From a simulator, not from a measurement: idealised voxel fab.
Documented hereafter: the process module known as voxel fin reveal.
Xsec cut, 185 nm wide, square cell size 5 nm.
Cross-section, as written here: a square-cell grid given band by band from the top down, where a band holds one or more rows of cells. The band entry comprises the height of the band's top followed by the height of its bottom, expressed in nm, and subsequently the band's materials from left to right, each stated together with its width in nm. Where a single material is marked with the word "everywhere", that material fills the band from edge to edge. The word "air" represents empty space. Heights are reckoned from 0. Under this level, the received wafer is all of one material. The bottommost band is open-ended downward, for example "0 down". The width entry "30->40" should be interpreted row by row: the top row of cells in the band takes the first number, the bottom row takes the second number, and the change between adjacent rows is uniform throughout. For the purposes of this document, the phrase "remains unaltered" attached to a step denotes that no cell within the cross-section was modified by that step. Any empty space of 8 cells or more lacking an open way to the top shows up in "closed voids" as width x height at distance, distance from the left edge, in nm. Heads up: the bit after the settings on a step's line is the simulator's remark on that step. overlay nm: mask offset rightward from planned place, masked step; negative means leftward offset.

-- These are the steps we planned for the process
- 1: RECEIVE,material Si
- 2: CONFORMAL_DEP,material SiN,thk nm 5
- 3: MASKED_ETCH,tone cover,mask id FINS,width nm 15,pitch nm 45,etch materials SiN,depth nm 5,overlay nm 0
- 4: MASKED_ETCH,tone cover,mask id FINS,width nm 15,pitch nm 45,etch materials Si,depth nm 40,overlay nm 0
- 5: OXIDIZE,depth nm 5
- 6: FILL_DEP,material SiO2,thk nm 5
- 7: CMP,height nm -5
- 8: SELECTIVE_ETCH,etch materials SiO2,depth nm 25
- 9: STRIP,etch materials SiN
The wafers in this document start out alike and differ in the height nm applied at step 7; the plan shows the value used for the first wafer.

-- Cross-section of the first incoming wafer of several, state after step 1
- 0 down | Si everywhere
- closed voids: none

-- Heads up, this table goes wafer by wafer. A row tells you, at the end of the module, how many cells of each material that wafer has put on (+) or dropped (-) since it was received, and then its closed voids
height nm -5; -301 Si; +99 SiO2; closed voids: none
height nm 0; -297 Si; +132 SiO2; closed voids: none
height nm 5; -297 Si; +165 SiO2; closed voids: none
height nm 10; -297 Si; +198 SiO2; closed voids: none
